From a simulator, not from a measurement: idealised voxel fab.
This is a process module. Its name is voxel capacitor over wiring.
The cross-section on display is named cut; it measures 195 nm wide, and its cells are 5 nm squares.
Cross-sections here: square-cell grids, written as top-down lists of bands, a band being one or more rows of cells. In this notation a band is specified by the heights of its top and bottom, in that order and in nm, after which its materials appear from left to right, each paired with its width in nm. The word "edge to edge" attached to a single material means that material fills the band from edge to edge; the word "blank" stands for empty space. The level at which height equals 0 is the one under which the wafer, as it arrives, is entirely one material. No lower edge exists for the bottom band, which continues downward and is notated as in "top 0, no bottom". Read "30->40" as a graded width: first number on top, second number at the bottom, same change between each pair of neighbouring rows. You'll sometimes find "same as before" written for a step, and that's the way of saying that nowhere in the cross-section did a cell change during that step. Any empty space of 8 cells or more lacking an open way to the top shows up in "Sealed internal voids" as width x height at distance, distance from the left edge, in nm. Text after the settings on a step's line: the simulator's own remark on that step. "overlay nm", when on a step's line for a step with a mask, measures how far to the right of its planned place the mask lay; a negative measure means to the left.
Planned process steps:
1: RECEIVE,material Si
2: CONFORMAL_DEP,material SiO2,thk nm 15
3: DIRECTIONAL_DEP,material TiN,thk nm 5
4: DIRECTIONAL_DEP,material W,thk nm 25
5: MASKED_ETCH,tone cover,mask id METAL_1,width nm 25,pitch nm 80,etch materials W,depth nm 25,overlay nm 0
6: MASKED_ETCH,tone cover,mask id METAL_1,width nm 25,pitch nm 80,etch materials TiN,depth nm 5,overlay nm 0
7: FILL_DEP,material SiO2,thk nm 10
8: CMP,height nm 45
9: CONFORMAL_DEP,material SiCN,thk nm 5
10: DIRECTIONAL_DEP,material SiO2,thk nm 20
11: PATTERN,tone open,mask id PLUG_1,material resist,width nm 15,thk nm 20,overlay nm 0
12: DIRECTIONAL_ETCH,etch materials SiO2,depth nm 20
13: DIRECTIONAL_ETCH,etch materials SiCN,depth nm 5
14: STRIP,etch materials resist
15: EPI,material Ru,thk nm 10
16: EPI,material Ru,thk nm 10
17: EPI,material Ru,thk nm 5
18: DIRECTIONAL_DEP,material TiN,thk nm 10
19: DIRECTIONAL_DEP,material Al2O3,thk nm 5
20: DIRECTIONAL_DEP,material TiN,thk nm 5
21: PATTERN,tone cover,mask id UPPER_PLATE,material resist,width nm 60,thk nm 15,overlay nm 0
22: DIRECTIONAL_ETCH,etch materials TiN,depth nm 5
23: DIRECTIONAL_ETCH,etch materials Al2O3,depth nm 5
24: STRIP,etch materials resist
25: MASKED_ETCH,tone cover,mask id LOWER_PLATE,width nm 70,etch materials TiN,depth nm 10,overlay nm 0
26: FILL_DEP,material SiO2,thk nm 15
27: CMP,height nm 90
28: PATTERN,tone open,mask id PLUG_2,material resist,width nm 15,thk nm 15,overlay nm 0
29: DIRECTIONAL_ETCH,etch materials SiO2,depth nm 10
30: STRIP,etch materials resist
31: CONFORMAL_DEP,material TiN,thk nm 5
32: FILL_DEP,material Ru,thk nm 10
33: CMP,height nm 100
34: CONFORMAL_DEP,material SiCN,thk nm 5
For this document, wafers share an identical start and vary in the step 27 height nm; the plan quotes the first wafer's value.
After step 1, as received: first of several wafers, cross-section:
* top 0, no bottom: Si edge to edge
* Sealed internal voids: none
First of several wafers: cross-section at the end of the module, after step 34, its last step:
* top 105, bottom 100: SiCN edge to edge
* top 100, bottom 95: Ru edge to edge
* top 95, bottom 90: TiN edge to edge
* top 90, bottom 85: 55 nm SiO2, 60 nm TiN, 80 nm SiO2
* top 85, bottom 80: 55 nm SiO2, 60 nm Al2O3, 80 nm SiO2
* top 80, bottom 70: 50 nm SiO2, 70 nm TiN, 75 nm SiO2
* top 70, bottom 50: 55 nm SiO2, 15 nm Ru, 125 nm SiO2
* top 50, bottom 45: 55 nm SiCN, 15 nm Ru, 125 nm SiCN
* top 45, bottom 20: 45 nm SiO2, 25 nm W, 55 nm SiO2, 25 nm W, 45 nm SiO2
* top 20, bottom 15: 45 nm SiO2, 25 nm TiN, 55 nm SiO2, 25 nm TiN, 45 nm SiO2
* top 15, bottom 0: SiO2 edge to edge
* top 0, no bottom: Si edge to edge
* Sealed internal voids: none
The final wafer, sectioned at module end:
* top 105, bottom 100: SiCN edge to edge
* top 100, bottom 95: 65 nm SiO2, 15 nm TiN, 115 nm SiO2
* top 95, bottom 90: SiO2 edge to edge
* top 90, bottom 85: 55 nm SiO2, 60 nm TiN, 80 nm SiO2
* top 85, bottom 80: 55 nm SiO2, 60 nm Al2O3, 80 nm SiO2
* top 80, bottom 70: 50 nm SiO2, 70 nm TiN, 75 nm SiO2
* top 70, bottom 50: 55 nm SiO2, 15 nm Ru, 125 nm SiO2
* top 50, bottom 45: 55 nm SiCN, 15 nm Ru, 125 nm SiCN
* top 45, bottom 20: 45 nm SiO2, 25 nm W, 55 nm SiO2, 25 nm W, 45 nm SiO2
* top 20, bottom 15: 45 nm SiO2, 25 nm TiN, 55 nm SiO2, 25 nm TiN, 45 nm SiO2
* top 15, bottom 0: SiO2 edge to edge
* top 0, no bottom: Si edge to edge
* Sealed internal voids: none
Note: the following table is arranged by wafer, a row apiece. Each row reports the end-of-module state: per material, cells gained (+) or cells lost (-) compared with the wafer as received; closed voids follow:
height nm 90 | +12 Al2O3 | +54 Ru | +75 SiCN | +539 SiO2 | +89 TiN | +50 W | Sealed internal voids: none
height nm 95 | +12 Al2O3 | +16 Ru | +75 SiCN | +575 SiO2 | +91 TiN | +50 W | Sealed internal voids: none
height nm 100 | +12 Al2O3 | +16 Ru | +75 SiCN | +611 SiO2 | +55 TiN | +50 W | Sealed internal voids: none
height nm 105 | +12 Al2O3 | +15 Ru | +75 SiCN | +614 SiO2 | +53 TiN | +50 W | Sealed internal voids: none
